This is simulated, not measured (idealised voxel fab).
Process module in this document: voxel self aligned contacts
235 nm wide, 5 nm square cells: that's cross-section cut.
Cross-section layout: square cells on a grid; listed as bands, top to bottom; a band spans one or more cell rows. This entry defines a band. It first specifies the height of the band's top and the height of its bottom in nm, and then specifies the band's materials from left to right, stating each material with its width in nm. The word "throughout" identifies a single material that fills the band from edge to edge, while the word "empty" identifies empty space. It should be noted that heights are counted from 0, beneath which the wafer as supplied is of one material throughout, and that the lowest band possesses no lower boundary but continues downward, as written in "0..down". The two numbers in a width such as "30..40" mark its ends across the band: the first belongs to the top row of cells, the second to the bottom row, and from each row to the next the width moves by the same amount. Basically "identical to before" means that step didn't change any cell in the cross-section. "Closed internal cavities" means: voids of 8 cells or more that are shut off from the top with no open way through. Written width x height at distance, distance from the left edge, in nm. Read whatever lies past the settings on a step's line as the simulator's own remark about the step. A step line may carry the setting "overlay nm", which, for steps involving a mask, states the distance by which the mask lay to the right of its intended position; negative values denote displacement to the left.

Here's what the planned process steps look like
| 1 | RECEIVE with material Si |
| 2 | OXIDIZE with depth nm 5 |
| 3 | DIRECTIONAL_DEP with material polySi, thk nm 20 |
| 4 | DIRECTIONAL_DEP with material SiN, thk nm 15 |
| 5 | DIRECTIONAL_DEP with material aC, thk nm 15 |
| 6 | PATTERN with tone cover, mask id GATE, material resist, width nm 35, pitch nm 60, thk nm 30, overlay nm 0 |
| 7 | DIRECTIONAL_ETCH with etch materials aC, depth nm 15 |
| 8 | STRIP with etch materials resist |
| 9 | DIRECTIONAL_ETCH with etch materials SiN, depth nm 15 |
| 10 | DIRECTIONAL_ETCH with etch materials polySi, depth nm 20 |
| 11 | STRIP with etch materials aC |
| 12 | CONFORMAL_DEP with material SiN, thk nm 5 |
| 13 | DIRECTIONAL_ETCH with etch materials SiN, depth nm 5 |
| 14 | FILL_DEP with material SiO2, thk nm 10 |
| 15 | CMP with height nm 40 |
| 16 | DIRECTIONAL_DEP with material aC, thk nm 10 |
| 17 | PATTERN with tone open, mask id CONTACT, material resist, width nm 35, thk nm 30, overlay nm 0 |
| 18 | DIRECTIONAL_ETCH with etch materials aC, depth nm 10 |
| 19 | STRIP with etch materials resist |
| 20 | DIRECTIONAL_ETCH with etch materials SiO2, depth nm 45 |
| 21 | STRIP with etch materials aC |
| 22 | CONFORMAL_DEP with material TiN, thk nm 5 |
| 23 | FILL_DEP with material Ru, thk nm 10 |
| 24 | CMP with height nm 40 |
| 25 | CONFORMAL_DEP with material SiN, thk nm 5 |

First wafer of two (run as planned)

Wafer cross-section on receipt, i.e. after step 1
- 0..down: Si throughout
- Closed internal cavities: none

State of the wafer after step 2, shown in cross-section
- 0..-5: SiO2 throughout
- below -5: unchanged

State of the wafer after step 3, shown in cross-section
- 20..0: polySi throughout
- below 0: unchanged

State of the wafer after step 4, shown in cross-section
- 35..20: SiN throughout
- below 20: unchanged

State of the wafer after step 5, shown in cross-section
- 50..35: aC throughout
- below 35: unchanged

State of the wafer after step 6, shown in cross-section
- 80..50: 70 empty / 35 resist / 25 empty / 35 resist / 70 empty
- below 50: unchanged

State of the wafer after step 7, shown in cross-section
- 65..50: 70 empty / 35 resist / 25 empty / 35 resist / 70 empty
- 50..35: 70 empty / 35 aC / 25 empty / 35 aC / 70 empty
- below 35: unchanged

State of the wafer after step 8, shown in cross-section
- 50..35: 70 empty / 35 aC / 25 empty / 35 aC / 70 empty
- below 35: unchanged

State of the wafer after step 9, shown in cross-section
- 50..35: 70 empty / 35 aC / 25 empty / 35 aC / 70 empty
- 35..20: 70 empty / 35 SiN / 25 empty / 35 SiN / 70 empty
- below 20: unchanged

State of the wafer after step 10, shown in cross-section
- 50..35: 70 empty / 35 aC / 25 empty / 35 aC / 70 empty
- 35..20: 70 empty / 35 SiN / 25 empty / 35 SiN / 70 empty
- 20..0: 70 empty / 35 polySi / 25 empty / 35 polySi / 70 empty
- below 0: unchanged

State of the wafer after step 11, shown in cross-section
- 35..20: 70 empty / 35 SiN / 25 empty / 35 SiN / 70 empty
- below 20: unchanged

State of the wafer after step 12, shown in cross-section
- 40..20: 65 empty / 45 SiN / 15 empty / 45 SiN / 65 empty
- 20..5: 65 empty / 5 SiN / 35 polySi / 5 SiN / 15 empty / 5 SiN / 35 polySi / 5 SiN / 65 empty
- 5..0: 70 SiN / 35 polySi / 25 SiN / 35 polySi / 70 SiN
- below 0: unchanged

State of the wafer after step 13, shown in cross-section
- 35..20: 65 empty / 45 SiN / 15 empty / 45 SiN / 65 empty
- 20..0: 65 empty / 5 SiN / 35 polySi / 5 SiN / 15 empty / 5 SiN / 35 polySi / 5 SiN / 65 empty
- below 0: unchanged

State of the wafer after step 14, shown in cross-section
- 45..35: SiO2 throughout
- 35..20: 65 SiO2 / 45 SiN / 15 SiO2 / 45 SiN / 65 SiO2
- 20..0: 65 SiO2 / 5 SiN / 35 polySi / 5 SiN / 15 SiO2 / 5 SiN / 35 polySi / 5 SiN / 65 SiO2
- below 0: unchanged

State of the wafer after step 15, shown in cross-section
- 40..35: SiO2 throughout
- below 35: unchanged

State of the wafer after step 16, shown in cross-section
- 50..40: aC throughout
- below 40: unchanged

State of the wafer after step 17, shown in cross-section
- 80..50: 100 resist / 35 empty / 100 resist
- below 50: unchanged

State of the wafer after step 18, shown in cross-section
- 70..50: 100 resist / 35 empty / 100 resist
- 50..40: 100 aC / 35 empty / 100 aC
- below 40: unchanged

State of the wafer after step 19, shown in cross-section
- 50..40: 100 aC / 35 empty / 100 aC
- below 40: unchanged

State of the wafer after step 20, shown in cross-section
- 50..40: 100 aC / 35 empty / 100 aC
- 40..35: 100 SiO2 / 35 empty / 100 SiO2
- 35..20: 65 SiO2 / 45 SiN / 15 empty / 45 SiN / 65 SiO2
- 20..0: 65 SiO2 / 5 SiN / 35 polySi / 5 SiN / 15 empty / 5 SiN / 35 polySi / 5 SiN / 65 SiO2
- 0..-5: 110 SiO2 / 15 empty / 110 SiO2
- below -5: unchanged

State of the wafer after step 21, shown in cross-section
- 40..35: 100 SiO2 / 35 empty / 100 SiO2
- below 35: unchanged

State of the wafer after step 22, shown in cross-section
- 45..40: 105 TiN / 25 empty / 105 TiN
- 40..35: 100 SiO2 / 15 TiN / 5 empty / 15 TiN / 100 SiO2
- 35..20: 65 SiO2 / 45 SiN / 5 TiN / 5 empty / 5 TiN / 45 SiN / 65 SiO2
- 20..0: 65 SiO2 / 5 SiN / 35 polySi / 5 SiN / 5 TiN / 5 empty / 5 TiN / 5 SiN / 35 polySi / 5 SiN / 65 SiO2
- 0..-5: 110 SiO2 / 15 TiN / 110 SiO2
- below -5: unchanged

State of the wafer after step 23, shown in cross-section
- 55..45: Ru throughout
- 45..40: 105 TiN / 25 Ru / 105 TiN
- 40..35: 100 SiO2 / 15 TiN / 5 Ru / 15 TiN / 100 SiO2
- 35..20: 65 SiO2 / 45 SiN / 5 TiN / 5 Ru / 5 TiN / 45 SiN / 65 SiO2
- 20..0: 65 SiO2 / 5 SiN / 35 polySi / 5 SiN / 5 TiN / 5 Ru / 5 TiN / 5 SiN / 35 polySi / 5 SiN / 65 SiO2
- below 0: unchanged

State of the wafer after step 24, shown in cross-section
- 40..35: 100 SiO2 / 15 TiN / 5 Ru / 15 TiN / 100 SiO2
- below 35: unchanged

State of the wafer after step 25, shown in cross-section
- 45..40: SiN throughout
- below 40: unchanged

Here the second wafer is described. Its start and its plan were those of the first wafer. Its run contained one mistake. Up to and including step 11, it did exactly what the first wafer did

when step 12 should have ended: identical to before

When step 13 should have ended
- 30..20: 70 empty / 35 SiN / 25 empty / 35 SiN / 70 empty
- below 20: unchanged

When step 14 should have ended
- 40..30: SiO2 throughout
- 30..20: 70 SiO2 / 35 SiN / 25 SiO2 / 35 SiN / 70 SiO2
- 20..0: 70 SiO2 / 35 polySi / 25 SiO2 / 35 polySi / 70 SiO2
- below 0: unchanged

when step 15 should have ended: identical to before

When step 16 should have ended
- 50..40: aC throughout
- below 40: unchanged

When step 17 should have ended
- 80..50: 100 resist / 35 empty / 100 resist
- below 50: unchanged

When step 18 should have ended
- 70..50: 100 resist / 35 empty / 100 resist
- 50..40: 100 aC / 35 empty / 100 aC
- below 40: unchanged

When step 19 should have ended
- 50..40: 100 aC / 35 empty / 100 aC
- below 40: unchanged

When step 20 should have ended
- 50..40: 100 aC / 35 empty / 100 aC
- 40..30: 100 SiO2 / 35 empty / 100 SiO2
- 30..20: 70 SiO2 / 35 SiN / 25 empty / 35 SiN / 70 SiO2
- 20..0: 70 SiO2 / 35 polySi / 25 empty / 35 polySi / 70 SiO2
- 0..-5: 105 SiO2 / 25 empty / 105 SiO2
- below -5: unchanged

When step 21 should have ended
- 40..30: 100 SiO2 / 35 empty / 100 SiO2
- below 30: unchanged

When step 22 should have ended
- 45..40: 105 TiN / 25 empty / 105 TiN
- 40..30: 100 SiO2 / 5..10 TiN / 25..15 empty / 5..10 TiN / 100 SiO2
- 30..20: 70 SiO2 / 35 SiN / 5 TiN / 15 empty / 5 TiN / 35 SiN / 70 SiO2
- 20..0: 70 SiO2 / 35 polySi / 5 TiN / 15 empty / 5 TiN / 35 polySi / 70 SiO2
- 0..-5: 105 SiO2 / 25 TiN / 105 SiO2
- below -5: unchanged

When step 23 should have ended
- 55..45: Ru throughout
- 45..40: 105 TiN / 25 Ru / 105 TiN
- 40..30: 100 SiO2 / 5..10 TiN / 25..15 Ru / 5..10 TiN / 100 SiO2
- 30..20: 70 SiO2 / 35 SiN / 5 TiN / 15 Ru / 5 TiN / 35 SiN / 70 SiO2
- 20..0: 70 SiO2 / 35 polySi / 5 TiN / 15 Ru / 5 TiN / 35 polySi / 70 SiO2
- below 0: unchanged

When step 24 should have ended
- 40..30: 100 SiO2 / 5..10 TiN / 25..15 Ru / 5..10 TiN / 100 SiO2
- below 30: unchanged

When step 25 should have ended
- 45..40: SiN throughout
- below 40: unchanged
So what did we get wrong on this run? step 12 of the plan was jumped over and never run
The second wafer ends with more or fewer cells of some materials than the first, per final count: +18 Ru, -42 SiN, +24 SiO2
